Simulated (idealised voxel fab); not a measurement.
The following is a process module called voxel double patterning.
Shown is cross-section cut, with a width of 150 nm and square cells of size 5 nm.
Reading order for cross-sections: top band down to bottom band. Underlying form: a grid of square cells. Band size: one or more rows of cells.
This entry defines a band. It first specifies the height of the band's top and the height of its bottom in nm, and then specifies the band's materials from left to right, stating each material with its width in nm. The word "throughout" identifies a single material that fills the band from edge to edge, while the word "air" identifies empty space.
Counting heights begins at 0, where everything beneath is, in the wafer as received, one material. The lowest band has no bottom; it goes on downwards, as "0 nm and below" shows.
A width given as "30 to 40" starts at the first number in the band's top row and ends at the second number in its bottom row, shifting by an equal amount at every step from row to row.
"remained unchanged" (step): cross-section cells unchanged, all of them.
Empty spaces without an open route to the top, at least 8 cells in extent, make up the entry "Closed internal voids"; each is given as width x height at distance, where the distance is measured from the left edge, and all are in nm.
Where a step's line continues beyond its settings, the continuation is a remark by the simulator itself on that step.
"overlay nm" on a masked step: distance the mask lay right of its planned place, negative for left.
**Planned process steps**
step 1: RECEIVE, material Si
step 2: CONFORMAL_DEP, material SiO2, thk nm 10
step 3: DIRECTIONAL_DEP, material TiN, thk nm 10
step 4: DIRECTIONAL_DEP, material SiN, thk nm 5
step 5: MASKED_ETCH, tone open, mask id FIRST, width nm 15, pitch nm 50, etch materials SiN, depth nm 5, overlay nm 0
step 6: DIRECTIONAL_DEP, material aC, thk nm 15
step 7: PATTERN, tone open, mask id SECOND, material resist, width nm 15, pitch nm 50, thk nm 35, overlay nm 0
step 8: DIRECTIONAL_ETCH, etch materials aC, depth nm 15
step 9: STRIP, etch materials resist
step 10: DIRECTIONAL_ETCH, etch materials SiN, depth nm 5
step 11: STRIP, etch materials aC
step 12: DIRECTIONAL_ETCH, etch materials TiN, depth nm 10
step 13: STRIP, etch materials SiN
**Wafer at receipt (post step 1), cross-section**
  0 nm and below = Si throughout
  Closed internal voids: none
**The first of two wafers, cross-sectioned at the end of the module, with the run proceeding as planned**
  20 nm to 10 nm = TiN=15 / air=15 / TiN=10 / air=15 / TiN=10 / air=15 / TiN=10 / air=15 / TiN=10 / air=15 / TiN=20
  10 nm to 0 nm = SiO2 throughout
  0 nm and below = Si throughout
  Closed internal voids: none
**Module end: cross-section of wafer two of two. Same start and process plan as the first wafer. One mistake during execution**
  20 nm to 10 nm = TiN=15 / air=15 / TiN=10 / air=15 / TiN=10 / air=15 / TiN=10 / air=15 / TiN=10 / air=15 / TiN=20
  10 nm to 0 nm = TiN throughout
  0 nm and below = Si throughout
  Closed internal voids: none
Deviation from plan: step 2 deviated from plan and actually ran as CONFORMAL_DEP, material TiN, thk nm 10
Cell-count delta at end, second wafer over first, by material: SiO2 -60, TiN +60
